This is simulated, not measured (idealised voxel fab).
voxel released beams: a process module
The width of the displayed cross-section, cut, is 300 nm; its cells are square, with a size of 5 nm.
Each cross-section below is a grid of square cells, stated as bands in top-down order, with one or more rows of cells making up each band.
Within each band entry, the heights of the top and of the bottom of the band appear first, in that order and in nm; the materials of the band then follow from left to right, each with its corresponding width in nm. The designation "edge to edge" on a single material indicates that it fills the band from edge to edge; the designation "air" indicates empty space.
Height 0 is the level under which the wafer as received is all one material. The lowest band goes on downwards, as in "from 0 down".
The two numbers in a width such as "30 to 40" mark its ends across the band: the first belongs to the top row of cells, the second to the bottom row, and from each row to the next the width moves by the same amount.
Take "nothing was modified" at face value: in the step it is given for, the cross-section changed in none of its cells.
"Closed cavities" specifies each empty space that is not open to the top and that occupies no fewer than 8 cells, using the form width x height at distance, the distance measured from the left edge and all three quantities in nm.
Post-settings text on a step line: simulator's own remark regarding the step.
What "overlay nm" on a step's line means: if the step has a mask, that mask lay this far to the right of its planned place, or, when the value is negative, to the left.

Process steps - plan:
1 RECEIVE [material Si]
2 CONFORMAL_DEP [material SiN] [thk nm 10]
3 DIRECTIONAL_DEP [material SiO2] [thk nm 20]
4 MASKED_ETCH [tone open] [mask id ANCHOR] [width nm 40] [etch materials SiO2] [depth nm 20] [overlay nm 0]
5 CONFORMAL_DEP [material W] [thk nm 15]
6 DIRECTIONAL_DEP [material aC] [thk nm 15]
7 PATTERN [tone cover] [mask id BEAM] [material resist] [width nm 100] [thk nm 30] [overlay nm 0]
8 DIRECTIONAL_ETCH [etch materials aC] [depth nm 15]
9 STRIP [etch materials resist]
10 DIRECTIONAL_ETCH [etch materials W] [depth nm 15]
11 STRIP [etch materials aC]
12 STRIP [etch materials SiO2]

Run as planned: first of two wafers:

So this is the incoming wafer in cross-section - it's already been through step 1:
> from 0 down  Si edge to edge
> Closed cavities: none

Step 2 complete: cross-section through the wafer:
> from 10 to 0  SiN edge to edge
> All layers under 0 are left as they were.

Step 3 complete: cross-section through the wafer:
> from 30 to 10  SiO2 edge to edge
> All layers under 10 are left as they were.

Step 4 complete: cross-section through the wafer:
> from 30 to 10  SiO2 100 | air 40 | SiO2 160
> All layers under 10 are left as they were.

Step 5 complete: cross-section through the wafer:
> from 45 to 30  W 115 | air 10 | W 175
> from 30 to 25  SiO2 100 | W 15 | air 10 | W 15 | SiO2 160
> from 25 to 10  SiO2 100 | W 40 | SiO2 160
> All layers under 10 are left as they were.

Step 6 complete: cross-section through the wafer:
> from 60 to 45  aC 115 | air 10 | aC 175
> from 45 to 40  W 115 | air 10 | W 175
> from 40 to 30  W 115 | aC 10 | W 175
> from 30 to 25  SiO2 100 | W 15 | aC 10 | W 15 | SiO2 160
> All layers under 25 are left as they were.

Step 7 complete: cross-section through the wafer:
> from 90 to 60  air 95 | resist 100 | air 105
> from 60 to 45  aC 115 | resist 10 | aC 175
> from 45 to 40  W 115 | resist 10 | W 175
> All layers under 40 are left as they were.

Step 8 complete: cross-section through the wafer:
> from 75 to 60  air 95 | resist 100 | air 105
> from 60 to 45  air 95 | aC 20 | resist 10 | aC 70 | air 105
> All layers under 45 are left as they were.

Step 9 complete: cross-section through the wafer:
> from 60 to 45  air 95 | aC 20 | air 10 | aC 70 | air 105
> from 45 to 40  W 115 | air 10 | W 175
> All layers under 40 are left as they were.

Step 10 complete: cross-section through the wafer:
> from 60 to 45  air 95 | aC 20 | air 10 | aC 70 | air 105
> from 45 to 40  air 95 | W 20 | air 10 | W 70 | air 105
> from 40 to 30  air 95 | W 20 | aC 10 | W 70 | air 105
> All layers under 30 are left as they were.

Step 11 complete: cross-section through the wafer:
> from 45 to 30  air 95 | W 20 | air 10 | W 70 | air 105
> from 30 to 25  SiO2 100 | W 15 | air 10 | W 15 | SiO2 160
> All layers under 25 are left as they were.

Step 12 complete: cross-section through the wafer:
> from 45 to 30  air 95 | W 20 | air 10 | W 70 | air 105
> from 30 to 25  air 100 | W 15 | air 10 | W 15 | air 160
> from 25 to 10  air 100 | W 40 | air 160
> All layers under 10 are left as they were.

What follows concerns the second wafer, which started out like the first and was meant to follow the very same plan; one mistake crept in when it was run, but everything up to and including step 4 is the same as for the first wafer:

Second wafer at the planned finish of step 5, seen in cross-section:
> from 60 to 30  W edge to edge
> from 30 to 10  SiO2 100 | W 40 | SiO2 160
> All layers under 10 are left as they were.

Second wafer at the planned finish of step 6, seen in cross-section:
> from 75 to 60  aC edge to edge
> All layers under 60 are left as they were.

Second wafer at the planned finish of step 7, seen in cross-section:
> from 105 to 75  air 95 | resist 100 | air 105
> All layers under 75 are left as they were.

Second wafer at the planned finish of step 8, seen in cross-section:
> from 90 to 75  air 95 | resist 100 | air 105
> from 75 to 60  air 95 | aC 100 | air 105
> All layers under 60 are left as they were.

Second wafer at the planned finish of step 9, seen in cross-section:
> from 75 to 60  air 95 | aC 100 | air 105
> All layers under 60 are left as they were.

Second wafer at the planned finish of step 10, seen in cross-section:
> from 75 to 60  air 95 | aC 100 | air 105
> from 60 to 45  air 95 | W 100 | air 105
> All layers under 45 are left as they were.

Second wafer at the planned finish of step 11, seen in cross-section:
> from 60 to 45  air 95 | W 100 | air 105
> All layers under 45 are left as they were.

Second wafer at the planned finish of step 12, seen in cross-section: nothing was modified
It is concluded that the wafer was processed incorrectly with respect to the plan, in that regarding the plan, step 5 was run twice
Final difference in cells, second wafer against first, listed per material as more or fewer: SiO2 +208; W +188
